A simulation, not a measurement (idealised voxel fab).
Proc. module: voxel wiring stack
240 nm wide, 5 nm square cells: that's cross-section cut.
A cross-section in this document is a grid of square cells, and it is written down as bands, the top band listed before the ones below it; a band is made up of one or more rows of cells. Within each band entry, the heights of the top and of the bottom of the band appear first, in that order and in nm; the materials of the band then follow from left to right, each with its corresponding width in nm. The designation "everywhere" on a single material indicates that it fills the band from edge to edge; the designation "blank" indicates empty space. The reference from which all heights are counted is 0, the level beneath which the as-received wafer is entirely one material; the lowest band, having no lower bound, proceeds downward and is written after the example "0 nm and below". A width given as "30..40" starts at the first number in the band's top row and ends at the second number in its bottom row, shifting by an equal amount at every step from row to row. "remained unchanged" -> step changed no cross-section cell. "Trapped cavities" contains a list of empty spaces, each no smaller than 8 cells and without an open way to the top, written in the form width x height at distance with the distance from the left edge and all three in nm. Step line, after settings: the simulator's comment on this step. A step line may carry the setting "overlay nm", which, for steps involving a mask, states the distance by which the mask lay to the right of its intended position; negative values denote displacement to the left.

### Steps in the process plan
1,RECEIVE [material Si]
2,CONFORMAL_DEP [material SiO2] [thk nm 15]
3,DIRECTIONAL_DEP [material TiN] [thk nm 5]
4,DIRECTIONAL_DEP [material W] [thk nm 20]
5,PATTERN [tone cover] [mask id METAL_1] [material resist] [width nm 25] [pitch nm 45] [thk nm 15] [overlay nm 0]
6,DIRECTIONAL_ETCH [etch materials W] [depth nm 20]
7,DIRECTIONAL_ETCH [etch materials TiN] [depth nm 5]
8,STRIP [etch materials resist]
9,FILL_DEP [material SiO2] [thk nm 10]
10,CMP [height nm 40]
11,CONFORMAL_DEP [material SiCN] [thk nm 5]
12,DIRECTIONAL_DEP [material SiO2] [thk nm 25]
13,MASKED_ETCH [tone open] [mask id METAL_2_HOLES] [width nm 15] [pitch nm 90] [etch materials SiO2] [depth nm 25] [overlay nm 0]
14,PATTERN [tone open] [mask id METAL_2] [material resist] [width nm 25] [pitch nm 45] [thk nm 15] [overlay nm 0]
15,DIRECTIONAL_ETCH [etch materials SiO2] [depth nm 15]
16,DIRECTIONAL_ETCH [etch materials SiCN] [depth nm 5]
17,STRIP [etch materials resist]
18,CONFORMAL_DEP [material TiN] [thk nm 5]
19,FILL_DEP [material Cu] [thk nm 10]
20,CMP [height nm 70]
21,CONFORMAL_DEP [material SiCN] [thk nm 5]
22,DIRECTIONAL_DEP [material SiO2] [thk nm 35]
23,DIRECTIONAL_DEP [material aC] [thk nm 15]
24,PATTERN [tone open] [mask id METAL_3] [material resist] [width nm 25] [pitch nm 45] [thk nm 35] [overlay nm 0]
25,DIRECTIONAL_ETCH [etch materials aC] [depth nm 15]
26,STRIP [etch materials resist]
27,DIRECTIONAL_ETCH [etch materials SiO2] [depth nm 20]
28,STRIP [etch materials aC]
29,PATTERN [tone open] [mask id METAL_3_HOLES] [material resist] [width nm 15] [pitch nm 90] [thk nm 20] [overlay nm 0]
30,DIRECTIONAL_ETCH [etch materials SiO2] [depth nm 15]
31,DIRECTIONAL_ETCH [etch materials SiCN] [depth nm 5]
32,STRIP [etch materials resist]
33,CONFORMAL_DEP [material TiN] [thk nm 5]
34,FILL_DEP [material Ru] [thk nm 10]
35,CMP [height nm 110]
36,CONFORMAL_DEP [material SiCN] [thk nm 5]
37,DIRECTIONAL_DEP [material SiO2] [thk nm 25]
38,DIRECTIONAL_DEP [material aC] [thk nm 15]
39,PATTERN [tone open] [mask id METAL_4] [material resist] [width nm 25] [pitch nm 45] [thk nm 30] [overlay nm 0]
40,DIRECTIONAL_ETCH [etch materials aC] [depth nm 15]
41,STRIP [etch materials resist]
42,DIRECTIONAL_ETCH [etch materials SiO2] [depth nm 15]
43,STRIP [etch materials aC]
44,PATTERN [tone open] [mask id METAL_4_HOLES] [material resist] [width nm 15] [pitch nm 90] [thk nm 20] [overlay nm 0]
45,DIRECTIONAL_ETCH [etch materials SiO2] [depth nm 10]
46,DIRECTIONAL_ETCH [etch materials SiCN] [depth nm 5]
47,STRIP [etch materials resist]
48,CONFORMAL_DEP [material TiN] [thk nm 5]
49,FILL_DEP [material Cu] [thk nm 10]
50,CMP [height nm 140]
51,CONFORMAL_DEP [material SiN] [thk nm 5]

### Cross-section: wafer on arrival = after step 1
* 0 nm and below  Si everywhere
* Trapped cavities: none

### What the wafer looks like in cross-section after this module, when it starts as shown above and follows the plan above but one mistake is made in running it
* 145 nm to 140 nm  SiN everywhere
* 140 nm to 130 nm  SiO2 (60)  TiN (5)  Cu (15)  TiN (5)  SiO2 (20)  TiN (5)  Cu (15)  TiN (5)  SiO2 (20)  TiN (5)  Cu (15)  TiN (5)  SiO2 (65)
* 130 nm to 125 nm  SiO2 (60)  TiN (5)  Cu (5)  TiN (15)  SiO2 (20)  TiN (25)  SiO2 (20)  TiN (5)  Cu (5)  TiN (15)  SiO2 (65)
* 125 nm to 115 nm  SiO2 (60)  TiN (5)  Cu (5)  TiN (5)  SiO2 (75)  TiN (5)  Cu (5)  TiN (5)  SiO2 (75)
* 115 nm to 110 nm  SiCN (60)  TiN (15)  SiCN (75)  TiN (15)  SiCN (75)
* 110 nm to 95 nm  SiO2 (60)  TiN (5)  Ru (15)  TiN (5)  SiO2 (20)  TiN (5)  Ru (15)  TiN (5)  SiO2 (20)  TiN (5)  Ru (15)  TiN (5)  SiO2 (65)
* 95 nm to 90 nm  SiO2 (60)  TiN (5)  Ru (5)  TiN (15)  SiO2 (20)  TiN (25)  SiO2 (20)  TiN (5)  Ru (5)  TiN (15)  SiO2 (65)
* 90 nm to 75 nm  SiO2 (60)  TiN (5)  Ru (5)  TiN (5)  SiO2 (75)  TiN (5)  Ru (5)  TiN (5)  SiO2 (75)
* 75 nm to 70 nm  SiCN (60)  TiN (15)  SiCN (75)  TiN (15)  SiCN (75)
* 70 nm to 60 nm  SiO2 (60)  TiN (5)  Cu (5)  TiN (5)  SiO2 (75)  TiN (5)  Cu (5)  TiN (5)  SiO2 (75)
* 60 nm to 55 nm  SiO2 (60)  TiN (15)  SiO2 (75)  TiN (15)  SiO2 (75)
* 55 nm to 45 nm  SiO2 everywhere
* 45 nm to 40 nm  SiCN everywhere
* 40 nm to 20 nm  SiO2 (60)  W (25)  SiO2 (20)  W (25)  SiO2 (20)  W (25)  SiO2 (65)
* 20 nm to 15 nm  SiO2 (60)  TiN (25)  SiO2 (20)  TiN (25)  SiO2 (20)  TiN (25)  SiO2 (65)
* 15 nm to 0 nm  SiO2 everywhere
* 0 nm and below  Si everywhere
* Trapped cavities: none
what went wrong: step 12 of the plan was twice carried out
